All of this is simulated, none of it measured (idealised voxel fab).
voxel capacitor over wiring: a process module
Displayed cross-section: cut, width of 215 nm, square cells sized 5 nm.
Cross-section spec: square-cell grid; bands listed top down; each band is one or more rows.
Band entry format. Leading values: height of top, height of bottom, nm. Remainder: materials in left-to-right order, each with its width in nm. Special words: "throughout" on a single material, which then fills the band edge to edge; "air", empty space.
Counting heights begins at 0, where everything beneath is, in the wafer as received, one material. The lowest band has no bottom; it goes on downwards, as "0 and below" shows.
A two-number width, for instance "30..40", indicates that the width is equal to the first number in the top row of the band and to the second number in the bottom row, and that it changes by a constant amount per row of cells.
It should be understood that the words "nothing different", when stated for a given step, signify that the cross-section underwent no change in any of its cells during that step.
"Sealed voids" contains a list of empty spaces, each no smaller than 8 cells and without an open way to the top, written in the form width x height at distance with the distance from the left edge and all three in nm.
Text after the settings on a step's line: the simulator's own remark on that step.
overlay nm, on a step with a mask: how far to the right of its planned place the mask lay; to the left if negative

Process steps - plan
1) RECEIVE (material Si)
2) CONFORMAL_DEP (material SiO2; thk nm 15)
3) CONFORMAL_DEP (material SiCN; thk nm 5)
4) DIRECTIONAL_DEP (material SiO2; thk nm 20)
5) MASKED_ETCH (tone open; mask id METAL_1; width nm 30; pitch nm 80; etch materials SiO2; depth nm 20; overlay nm 0)
6) MASKED_ETCH (tone open; mask id METAL_1; width nm 30; pitch nm 80; etch materials SiCN; depth nm 5; overlay nm 0)
7) CONFORMAL_DEP (material TiN; thk nm 5)
8) FILL_DEP (material Cu; thk nm 10)
9) CMP (height nm 40)
10) CONFORMAL_DEP (material SiCN; thk nm 5)
11) DIRECTIONAL_DEP (material lowk; thk nm 15)
12) MASKED_ETCH (tone open; mask id PLUG_1; width nm 15; etch materials lowk; depth nm 15; overlay nm 0)
13) MASKED_ETCH (tone open; mask id PLUG_1; width nm 15; etch materials SiCN; depth nm 5; overlay nm 0)
14) CONFORMAL_DEP (material TiN; thk nm 5)
15) FILL_DEP (material W; thk nm 10)
16) CMP (height nm 60)
17) DIRECTIONAL_DEP (material TiN; thk nm 10)
18) DIRECTIONAL_DEP (material HfO2; thk nm 5)
19) DIRECTIONAL_DEP (material TiN; thk nm 5)
20) MASKED_ETCH (tone cover; mask id UPPER_PLATE; width nm 55; etch materials TiN; depth nm 5; overlay nm 0)
21) MASKED_ETCH (tone cover; mask id UPPER_PLATE; width nm 55; etch materials HfO2; depth nm 5; overlay nm 0)
22) MASKED_ETCH (tone cover; mask id LOWER_PLATE; width nm 65; etch materials TiN; depth nm 10; overlay nm 0)
23) FILL_DEP (material SiO2; thk nm 20)
24) CMP (height nm 95)
25) MASKED_ETCH (tone open; mask id PLUG_2; width nm 15; etch materials SiO2; depth nm 15; overlay nm 0)
26) CONFORMAL_DEP (material TiN; thk nm 5)
27) FILL_DEP (material Cu; thk nm 10)
28) CMP (height nm 95)
29) CONFORMAL_DEP (material SiCN; thk nm 5)

Cross-section of the wafer upon arrival, representing the state reached after step 1
0 and below = Si throughout
Sealed voids: none

Look at the cross-section after the module: the wafer started out the way shown above and the plan was the one shown above, yet one mistake was made along the way
100 down to 95 = SiCN throughout
95 down to 85 = SiO2 75 nm, then TiN 5 nm, then Cu 5 nm, then TiN 5 nm, then SiO2 125 nm
85 down to 80 = SiO2 75 nm, then TiN 15 nm, then SiO2 125 nm
80 down to 75 = SiO2 60 nm, then TiN 5 nm, then SiO2 55 nm, then TiN 5 nm, then SiO2 90 nm
75 down to 70 = HfO2 throughout
70 down to 60 = TiN throughout
60 down to 45 = lowk 65 nm, then TiN 5 nm, then W 5 nm, then TiN 5 nm, then lowk 135 nm
45 down to 40 = SiCN 65 nm, then TiN 15 nm, then SiCN 135 nm
40 down to 20 = SiO2 50 nm, then TiN 5 nm, then Cu 20 nm, then TiN 5 nm, then SiO2 50 nm, then TiN 5 nm, then Cu 20 nm, then TiN 5 nm, then SiO2 55 nm
20 down to 15 = SiCN 50 nm, then TiN 30 nm, then SiCN 50 nm, then TiN 30 nm, then SiCN 55 nm
15 down to 0 = SiO2 throughout
0 and below = Si throughout
Sealed voids: none
Diagnosis: step 20 changed vs plan, executed as MASKED_ETCH (tone open; mask id UPPER_PLATE; width nm 55; etch materials TiN; depth nm 5; overlay nm 0)
